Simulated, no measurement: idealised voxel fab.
process module | voxel self aligned contacts
cross-section cut | 200 nm wide | cells 5 nm
A cross-section is a grid of square cells, given in bands from the top down. A band is one or more rows of cells.
Each band's line starts with the height of the band's top and of its bottom, in nm. Then come its materials from left to right, each with its width in nm. One material with "throughout" fills the band from edge to edge. "air" is empty space.
Height 0 is the level under which the wafer as received is all one material. The lowest band goes on downwards, as in "0 down".
A width such as "30 to 40" changes by the same amount from each row of cells to the next, from the band's top row to its bottom row.
"no change" after a step means that no cell of the cross-section changed.
closed voids: empty space of 8 cells or more with no open way to the top, each as width x height at its distance from the left edge, in nm
after a step's settings: what the simulator itself notes on the step
overlay nm, on a step with a mask: how far to the right of its planned place the mask lay; to the left if negative
plan
1 op RECEIVE | material Si
2 op OXIDIZE | depth nm 5
3 op DIRECTIONAL_DEP | material polySi | thk nm 30
4 op DIRECTIONAL_DEP | material SiN | thk nm 20
5 op MASKED_ETCH | tone cover | mask id GATE | width nm 30 | pitch nm 65 | etch materials SiN | depth nm 20 | overlay nm 0
6 op MASKED_ETCH | tone cover | mask id GATE | width nm 30 | pitch nm 65 | etch materials polySi | depth nm 30 | overlay nm 0
7 op CONFORMAL_DEP | material SiN | thk nm 10
8 op DIRECTIONAL_ETCH | etch materials SiN | depth nm 10
9 op FILL_DEP | material SiO2 | thk nm 20
10 op CMP | height nm 60
11 op PATTERN | tone open | mask id CONTACT | material resist | width nm 45 | thk nm 20 | overlay nm 0
12 op DIRECTIONAL_ETCH | etch materials SiO2 | depth nm 65
13 op STRIP | etch materials resist
14 op CONFORMAL_DEP | material TiN | thk nm 5
15 op FILL_DEP | material W | thk nm 10
16 op CMP | height nm 60
17 op CONFORMAL_DEP | material SiN | thk nm 5
as received, after step 1
  0 down: Si throughout
  closed voids: none
first wafer at the end, as planned
  65 to 60: SiN throughout
  60 to 50: SiO2 75 | TiN 5 to 20 | W 35 to 5 | TiN 5 to 20 | SiO2 80
  50 to 30: SiO2 40 | SiN 50 | TiN 5 | W 5 | TiN 5 | SiN 50 | SiO2 45
  30 to 0: SiO2 40 | SiN 10 | polySi 30 | SiN 10 | TiN 5 | W 5 | TiN 5 | SiN 10 | polySi 30 | SiN 10 | SiO2 45
  0 to -5: SiO2 90 | TiN 15 | SiO2 95
  -5 down: Si throughout
  closed voids: none
second wafer at the end: like start, like plan, one mistake
  65 to 60: SiN throughout
  60 to 50: SiO2 75 | TiN 5 to 20 | W 35 to 5 | TiN 5 to 20 | SiO2 80
  50 to 30: SiO2 40 | SiN 50 | TiN 5 | W 5 | TiN 5 | SiN 50 | SiO2 45
  30 to 25: SiO2 90 | TiN 15 | SiO2 95
  25 to 0: polySi throughout
  0 down: Si throughout
  closed voids: none
what went wrong: steps 2 and 3 were swapped
at the end the second wafer has, in cells: 40 more of Si | 48 fewer of SiN | 102 fewer of SiO2 | 12 fewer of TiN | 6 fewer of W | 128 more of polySi
